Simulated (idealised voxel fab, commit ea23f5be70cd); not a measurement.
The process module presented herein is designated voxel quadruple lines.
Each square cell in cross-section cut measures 5 nm, and the section as a whole is 175 nm wide.
When this document writes out a cross-section, it uses a grid of square cells and lists it as bands, beginning at the top and moving down, with a band standing for one or more rows of cells. It is stipulated that each band's entry specify, in nanometres, the height of the top of the band and then that of its bottom, followed by the materials of the band in left-to-right sequence, each together with its width in nanometres. A single material marked by the word "throughout" is understood to fill the band from edge to edge; the word "empty" is understood to denote empty space. Height reference: 0 = level under which incoming wafer is all one material. Lowest band: no bottom, runs on downward, e.g. "top 0, no bottom". The notation "30 to 40" denotes a width that varies across the rows of cells in the band, beginning at the first number in the top row, finishing at the second number in the bottom row, and changing by an identical amount from each row to the next. "no change occurred", as given for a step, is the statement that not any cell of the cross-section underwent a change during that step. Empty spaces without an open route to the top, at least 8 cells in extent, make up the entry "Sealed void listing"; each is given as width x height at distance, where the distance is measured from the left edge, and all are in nm. Whatever follows a step's settings on its line is a remark the simulator itself makes about that step. What "overlay nm" on a step's line means: if the step has a mask, that mask lay this far to the right of its planned place, or, when the value is negative, to the left.
Planned step list for the process:
- 1: RECEIVE,material Si
- 2: CONFORMAL_DEP,material SiO2,thk nm 5
- 3: DIRECTIONAL_DEP,material W,thk nm 15
- 4: DIRECTIONAL_DEP,material polySi,thk nm 15
- 5: DIRECTIONAL_DEP,material aC,thk nm 20
- 6: PATTERN,tone cover,mask id MANDREL,material resist,width nm 25,thk nm 30,overlay nm 0
- 7: DIRECTIONAL_ETCH,etch materials aC,depth nm 20
- 8: STRIP,etch materials resist
- 9: CONFORMAL_DEP,material SiO2,thk nm 15
- 10: DIRECTIONAL_ETCH,etch materials SiO2,depth nm 15
- 11: STRIP,etch materials aC
- 12: DIRECTIONAL_ETCH,etch materials polySi,depth nm 15
- 13: STRIP,etch materials SiO2
- 14: CONFORMAL_DEP,material SiCN,thk nm 5
- 15: DIRECTIONAL_ETCH,etch materials SiCN,depth nm 5
- 16: STRIP,etch materials polySi
- 17: DIRECTIONAL_ETCH,etch materials W,depth nm 15
- 18: STRIP,etch materials SiCN
- 19: FILL_DEP,material SiO2,thk nm 5
- 20: CMP,height nm 20
The first wafer of two, processed as planned:
Wafer as received: cross-section following step 1:
* top 0, no bottom: Si throughout
* Sealed void listing: none
So this is the wafer cross-section right after step 2:
* top 5, bottom 0: SiO2 throughout
* Beneath the level 0, the cross-section is identical to its previous state.
So this is the wafer cross-section right after step 3:
* top 20, bottom 5: W throughout
* Beneath the level 5, the cross-section is identical to its previous state.
So this is the wafer cross-section right after step 4:
* top 35, bottom 20: polySi throughout
* Beneath the level 20, the cross-section is identical to its previous state.
So this is the wafer cross-section right after step 5:
* top 55, bottom 35: aC throughout
* Beneath the level 35, the cross-section is identical to its previous state.
So this is the wafer cross-section right after step 6:
* top 85, bottom 55: empty (75); resist (25); empty (75)
* Beneath the level 55, the cross-section is identical to its previous state.
So this is the wafer cross-section right after step 7:
* top 65, bottom 55: empty (75); resist (25); empty (75)
* top 55, bottom 35: empty (75); aC (25); empty (75)
* Beneath the level 35, the cross-section is identical to its previous state.
So this is the wafer cross-section right after step 8:
* top 55, bottom 35: empty (75); aC (25); empty (75)
* Beneath the level 35, the cross-section is identical to its previous state.
So this is the wafer cross-section right after step 9:
* top 70, bottom 55: empty (60); SiO2 (55); empty (60)
* top 55, bottom 50: empty (60); SiO2 (15); aC (25); SiO2 (15); empty (60)
* top 50, bottom 35: SiO2 (75); aC (25); SiO2 (75)
* Beneath the level 35, the cross-section is identical to its previous state.
So this is the wafer cross-section right after step 10:
* top 55, bottom 35: empty (60); SiO2 (15); aC (25); SiO2 (15); empty (60)
* Beneath the level 35, the cross-section is identical to its previous state.
So this is the wafer cross-section right after step 11:
* top 55, bottom 35: empty (60); SiO2 (15); empty (25); SiO2 (15); empty (60)
* Beneath the level 35, the cross-section is identical to its previous state.
So this is the wafer cross-section right after step 12:
* top 55, bottom 35: empty (60); SiO2 (15); empty (25); SiO2 (15); empty (60)
* top 35, bottom 20: empty (60); polySi (15); empty (25); polySi (15); empty (60)
* Beneath the level 20, the cross-section is identical to its previous state.
So this is the wafer cross-section right after step 13:
* top 35, bottom 20: empty (60); polySi (15); empty (25); polySi (15); empty (60)
* Beneath the level 20, the cross-section is identical to its previous state.
So this is the wafer cross-section right after step 14:
* top 40, bottom 35: empty (55); SiCN (25); empty (15); SiCN (25); empty (55)
* top 35, bottom 25: empty (55); SiCN (5); polySi (15); SiCN (5); empty (15); SiCN (5); polySi (15); SiCN (5); empty (55)
* top 25, bottom 20: SiCN (60); polySi (15); SiCN (25); polySi (15); SiCN (60)
* Beneath the level 20, the cross-section is identical to its previous state.
So this is the wafer cross-section right after step 15:
* top 35, bottom 20: empty (55); SiCN (5); polySi (15); SiCN (5); empty (15); SiCN (5); polySi (15); SiCN (5); empty (55)
* Beneath the level 20, the cross-section is identical to its previous state.
So this is the wafer cross-section right after step 16:
* top 35, bottom 20: empty (55); SiCN (5); empty (15); SiCN (5); empty (15); SiCN (5); empty (15); SiCN (5); empty (55)
* Beneath the level 20, the cross-section is identical to its previous state.
So this is the wafer cross-section right after step 17:
* top 35, bottom 20: empty (55); SiCN (5); empty (15); SiCN (5); empty (15); SiCN (5); empty (15); SiCN (5); empty (55)
* top 20, bottom 5: empty (55); W (5); empty (15); W (5); empty (15); W (5); empty (15); W (5); empty (55)
* Beneath the level 5, the cross-section is identical to its previous state.
So this is the wafer cross-section right after step 18:
* top 20, bottom 5: empty (55); W (5); empty (15); W (5); empty (15); W (5); empty (15); W (5); empty (55)
* Beneath the level 5, the cross-section is identical to its previous state.
So this is the wafer cross-section right after step 19:
* top 25, bottom 20: SiO2 throughout
* top 20, bottom 5: SiO2 (55); W (5); SiO2 (15); W (5); SiO2 (15); W (5); SiO2 (15); W (5); SiO2 (55)
* Beneath the level 5, the cross-section is identical to its previous state.
So this is the wafer cross-section right after step 20:
* top 20, bottom 5: SiO2 (55); W (5); SiO2 (15); W (5); SiO2 (15); W (5); SiO2 (15); W (5); SiO2 (55)
* Beneath the level 5, the cross-section is identical to its previous state.
Second wafer: like start, like plan, one mistake. Through step 5 it matches the first wafer:
Cross-section: second wafer, time at which step 6 was scheduled to end:
* top 85, bottom 55: empty (85); resist (25); empty (65)
* Beneath the level 55, the cross-section is identical to its previous state.
Cross-section: second wafer, time at which step 7 was scheduled to end:
* top 65, bottom 55: empty (85); resist (25); empty (65)
* top 55, bottom 35: empty (85); aC (25); empty (65)
* Beneath the level 35, the cross-section is identical to its previous state.
Cross-section: second wafer, time at which step 8 was scheduled to end:
* top 55, bottom 35: empty (85); aC (25); empty (65)
* Beneath the level 35, the cross-section is identical to its previous state.
Cross-section: second wafer, time at which step 9 was scheduled to end:
* top 70, bottom 55: empty (70); SiO2 (55); empty (50)
* top 55, bottom 50: empty (70); SiO2 (15); aC (25); SiO2 (15); empty (50)
* top 50, bottom 35: SiO2 (85); aC (25); SiO2 (65)
* Beneath the level 35, the cross-section is identical to its previous state.
Cross-section: second wafer, time at which step 10 was scheduled to end:
* top 55, bottom 35: empty (70); SiO2 (15); aC (25); SiO2 (15); empty (50)
* Beneath the level 35, the cross-section is identical to its previous state.
Cross-section: second wafer, time at which step 11 was scheduled to end:
* top 55, bottom 35: empty (70); SiO2 (15); empty (25); SiO2 (15); empty (50)
* Beneath the level 35, the cross-section is identical to its previous state.
Cross-section: second wafer, time at which step 12 was scheduled to end:
* top 55, bottom 35: empty (70); SiO2 (15); empty (25); SiO2 (15); empty (50)
* top 35, bottom 20: empty (70); polySi (15); empty (25); polySi (15); empty (50)
* Beneath the level 20, the cross-section is identical to its previous state.
Cross-section: second wafer, time at which step 13 was scheduled to end:
* top 35, bottom 20: empty (70); polySi (15); empty (25); polySi (15); empty (50)
* Beneath the level 20, the cross-section is identical to its previous state.
Cross-section: second wafer, time at which step 14 was scheduled to end:
* top 40, bottom 35: empty (65); SiCN (25); empty (15); SiCN (25); empty (45)
* top 35, bottom 25: empty (65); SiCN (5); polySi (15); SiCN (5); empty (15); SiCN (5); polySi (15); SiCN (5); empty (45)
* top 25, bottom 20: SiCN (70); polySi (15); SiCN (25); polySi (15); SiCN (50)
* Beneath the level 20, the cross-section is identical to its previous state.
Cross-section: second wafer, time at which step 15 was scheduled to end:
* top 35, bottom 20: empty (65); SiCN (5); polySi (15); SiCN (5); empty (15); SiCN (5); polySi (15); SiCN (5); empty (45)
* Beneath the level 20, the cross-section is identical to its previous state.
Cross-section: second wafer, time at which step 16 was scheduled to end:
* top 35, bottom 20: empty (65); SiCN (5); empty (15); SiCN (5); empty (15); SiCN (5); empty (15); SiCN (5); empty (45)
* Beneath the level 20, the cross-section is identical to its previous state.
Cross-section: second wafer, time at which step 17 was scheduled to end:
* top 35, bottom 20: empty (65); SiCN (5); empty (15); SiCN (5); empty (15); SiCN (5); empty (15); SiCN (5); empty (45)
* top 20, bottom 5: empty (65); W (5); empty (15); W (5); empty (15); W (5); empty (15); W (5); empty (45)
* Beneath the level 5, the cross-section is identical to its previous state.
Cross-section: second wafer, time at which step 18 was scheduled to end:
* top 20, bottom 5: empty (65); W (5); empty (15); W (5); empty (15); W (5); empty (15); W (5); empty (45)
* Beneath the level 5, the cross-section is identical to its previous state.
Cross-section: second wafer, time at which step 19 was scheduled to end:
* top 25, bottom 20: SiO2 throughout
* top 20, bottom 5: SiO2 (65); W (5); SiO2 (15); W (5); SiO2 (15); W (5); SiO2 (15); W (5); SiO2 (45)
* Beneath the level 5, the cross-section is identical to its previous state.
Cross-section: second wafer, time at which step 20 was scheduled to end:
* top 20, bottom 5: SiO2 (65); W (5); SiO2 (15); W (5); SiO2 (15); W (5); SiO2 (15); W (5); SiO2 (45)
* Beneath the level 5, the cross-section is identical to its previous state.
What broke from the plan during processing? step 6 went in with a setting other than planned; the actual run was PATTERN,tone cover,mask id MANDREL,material resist,width nm 25,thk nm 30,overlay nm 10
Same inventory, different map: at the end, the second wafer holds as many cells of each material as the first, placed elsewhere.
